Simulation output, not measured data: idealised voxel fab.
The document below concerns the process module designated voxel released beams.
The cross-section shown here is cut; it is 245 nm wide and divided into square cells measuring 5 nm on a side.
For the purposes of this document, a cross-section shall be understood as a grid of square cells, specified as bands listed in top-to-bottom order, each band consisting of one or more rows of cells.
In this notation a band is specified by the heights of its top and bottom, in that order and in nm, after which its materials appear from left to right, each paired with its width in nm. The word "edge to edge" attached to a single material means that material fills the band from edge to edge; the word "empty" stands for empty space.
Where do heights start? At 0: under that level the wafer as delivered is made of one material only. And the lowest band has no floor; it just carries on downward, as in "0 nm and below".
So if you see something like "30 to 40" for the width, read it as the top row of the band sitting at the first number and the bottom row at the second, with every row in between moving by the same amount as the last.
It should be understood that the words "nothing got changed", when stated for a given step, signify that the cross-section underwent no change in any of its cells during that step.
The label "Enclosed cavities" introduces a list of the empty spaces, 8 cells or larger, that have no open way up to the top; each entry in it reads width x height at distance, where the distance is taken from the left edge and all three are stated in nm.
Where a step's line continues beyond its settings, the continuation is a remark by the simulator itself on that step.
Each step line may optionally specify "overlay nm", which for a step with a mask gives the rightward distance between the mask's planned place and where it lay, a negative value indicating the leftward direction.

## The following list gives the planned process steps
step 1: RECEIVE, material Si
step 2: CONFORMAL_DEP, material SiN, thk nm 10
step 3: DIRECTIONAL_DEP, material SiO2, thk nm 15
step 4: PATTERN, tone open, mask id ANCHOR, material resist, width nm 45, thk nm 15, overlay nm 0
step 5: DIRECTIONAL_ETCH, etch materials SiO2, depth nm 15
step 6: STRIP, etch materials resist
step 7: CONFORMAL_DEP, material TiN, thk nm 15
step 8: PATTERN, tone cover, mask id BEAM, material resist, width nm 95, thk nm 15, overlay nm -15
step 9: DIRECTIONAL_ETCH, etch materials TiN, depth nm 15
step 10: STRIP, etch materials resist
step 11: STRIP, etch materials SiO2
The overlay nm used in step 8 is not the same on every wafer, whereas the starting condition is; the value printed in the plan is the first wafer's.

## Here's the first of the wafers in cross-section, just as we got it, i.e. after step 1
0 nm and below = Si edge to edge
Enclosed cavities: none

## Cross-section of the first of several wafers once the module has run through its last step, step 11
40 nm to 25 nm = empty (55); TiN (35); empty (15); TiN (45); empty (95)
25 nm to 10 nm = empty (75); TiN (45); empty (125)
10 nm to 0 nm = SiN edge to edge
0 nm and below = Si edge to edge
Enclosed cavities: none

## Wafer cross-section (last wafer, module end)
40 nm to 25 nm = empty (85); TiN (5); empty (15); TiN (75); empty (65)
25 nm to 10 nm = empty (75); TiN (45); empty (125)
10 nm to 0 nm = SiN edge to edge
0 nm and below = Si edge to edge
Enclosed cavities: none

## Table: wafers, a row each; end-of-module cell change per material since receipt, gain (+), loss (-); then closed voids
overlay nm -15; +98 SiN; +75 TiN; Enclosed cavities: none
overlay nm -10; +98 SiN; +75 TiN; Enclosed cavities: none
overlay nm -5; +98 SiN; +75 TiN; Enclosed cavities: none
overlay nm 0; +98 SiN; +75 TiN; Enclosed cavities: none
overlay nm 5; +98 SiN; +75 TiN; Enclosed cavities: none
overlay nm 10; +98 SiN; +75 TiN; Enclosed cavities: none
overlay nm 15; +98 SiN; +75 TiN; Enclosed cavities: none
